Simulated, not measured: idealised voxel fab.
Process module name: voxel gate over fins
The width of the displayed cross-section, cut, is 260 nm; its cells are square, with a size of 5 nm.
Notation: cross-section as square-cell grid; stated in bands, top first, going down; one or more cell rows per band. Within each band entry, the heights of the top and of the bottom of the band appear first, in that order and in nm; the materials of the band then follow from left to right, each with its corresponding width in nm. The designation "edge to edge" on a single material indicates that it fills the band from edge to edge; the designation "empty" indicates empty space. The level at which height equals 0 is the one under which the wafer, as it arrives, is entirely one material. No lower edge exists for the bottom band, which continues downward and is notated as in "from 0 down". You'd read "30->40" like this: the band's top row of cells is as wide as the first number, its bottom row is as wide as the second, and going down, every row changes width by the same amount as the row before did. "all unchanged" -> step changed no cross-section cell. So "Fully sealed voids" is basically the list of trapped voids: any empty space of 8 cells or more that can't reach the top through an opening. They're written width x height at distance, the distance being from the left edge, and it's all nm. On each step's line, the part that comes after the settings is the simulator's own comment on the step. A step's line can hold "overlay nm"; with a mask on that step, the setting says how far right of the planned place the mask lay, while a negative setting says it lay to the left.

# So here's the lineup of process steps we planned
1 RECEIVE (material Si)
2 CONFORMAL_DEP (material SiN; thk nm 5)
3 MASKED_ETCH (tone cover; mask id FINS; width nm 15; pitch nm 45; etch materials SiN; depth nm 5; overlay nm 0)
4 MASKED_ETCH (tone cover; mask id FINS; width nm 15; pitch nm 45; etch materials Si; depth nm 35; overlay nm 0)
5 FILL_DEP (material SiO2; thk nm 10)
6 CMP (height nm 5)
7 SELECTIVE_ETCH (etch materials SiO2; depth nm 15)
8 STRIP (etch materials SiN)
9 CONFORMAL_DEP (material HfO2; thk nm 5)
10 CONFORMAL_DEP (material TiN; thk nm 5)
11 FILL_DEP (material W; thk nm 10)
12 CMP (height nm 15)
13 CONFORMAL_DEP (material SiCN; thk nm 5)

# Here's what the wafer looked like in cross-section when it arrived - that's after step 1
    from 0 down: Si edge to edge
    Fully sealed voids: none

# Wafer cross-section at module end: first of two, run to plan
    from 20 to 15: SiCN edge to edge
    from 15 to 10: W edge to edge
    from 10 to 5: 45 of W, 35 of TiN, 10 of W, 35 of TiN, 10 of W, 35 of TiN, 10 of W, 35 of TiN, 45 of W
    from 5 to 0: 45 of W, 5 of TiN, 25 of HfO2, 5 of TiN, 10 of W, 5 of TiN, 25 of HfO2, 5 of TiN, 10 of W, 5 of TiN, 25 of HfO2, 5 of TiN, 10 of W, 5 of TiN, 25 of HfO2, 5 of TiN, 45 of W
    from 0 to -5: 50 of TiN, 5 of HfO2, 15 of Si, 5 of HfO2, 20 of TiN, 5 of HfO2, 15 of Si, 5 of HfO2, 20 of TiN, 5 of HfO2, 15 of Si, 5 of HfO2, 20 of TiN, 5 of HfO2, 15 of Si, 5 of HfO2, 50 of TiN
    from -5 to -10: 55 of HfO2, 15 of Si, 30 of HfO2, 15 of Si, 30 of HfO2, 15 of Si, 30 of HfO2, 15 of Si, 55 of HfO2
    from -10 to -35: 55 of SiO2, 15 of Si, 30 of SiO2, 15 of Si, 30 of SiO2, 15 of Si, 30 of SiO2, 15 of Si, 55 of SiO2
    from -35 down: Si edge to edge
    Fully sealed voids: none

# So this is wafer number two of the two, cut at the end of the module - it started where the first did and had the same plan, we just got one thing wrong running it
    from 20 to 15: SiCN edge to edge
    from 15 to 10: W edge to edge
    from 10 to 5: 45 of W, 35 of TiN, 10 of W, 35 of TiN, 10 of W, 35 of TiN, 10 of W, 35 of TiN, 45 of W
    from 5 to 0: 45 of W, 5 of TiN, 25 of HfO2, 5 of TiN, 10 of W, 5 of TiN, 25 of HfO2, 5 of TiN, 10 of W, 5 of TiN, 25 of HfO2, 5 of TiN, 10 of W, 5 of TiN, 25 of HfO2, 5 of TiN, 45 of W
    from 0 to -5: 50 of TiN, 5 of HfO2, 15 of Si, 5 of HfO2, 20 of TiN, 5 of HfO2, 15 of Si, 5 of HfO2, 20 of TiN, 5 of HfO2, 15 of Si, 5 of HfO2, 20 of TiN, 5 of HfO2, 15 of Si, 5 of HfO2, 50 of TiN
    from -5 to -10: 55 of HfO2, 15 of Si, 30 of HfO2, 15 of Si, 30 of HfO2, 15 of Si, 30 of HfO2, 15 of Si, 55 of HfO2
    from -10 to -40: 55 of SiO2, 15 of Si, 30 of SiO2, 15 of Si, 30 of SiO2, 15 of Si, 30 of SiO2, 15 of Si, 55 of SiO2
    from -40 down: Si edge to edge
    Fully sealed voids: none
Here's what went sideways: step 4 did not use the planned setting and instead ran as MASKED_ETCH (tone cover; mask id FINS; width nm 15; pitch nm 45; etch materials Si; depth nm 40; overlay nm 0)
Final wafer comparison in cells, second versus first, more or fewer per material: Si -40 | SiO2 +40
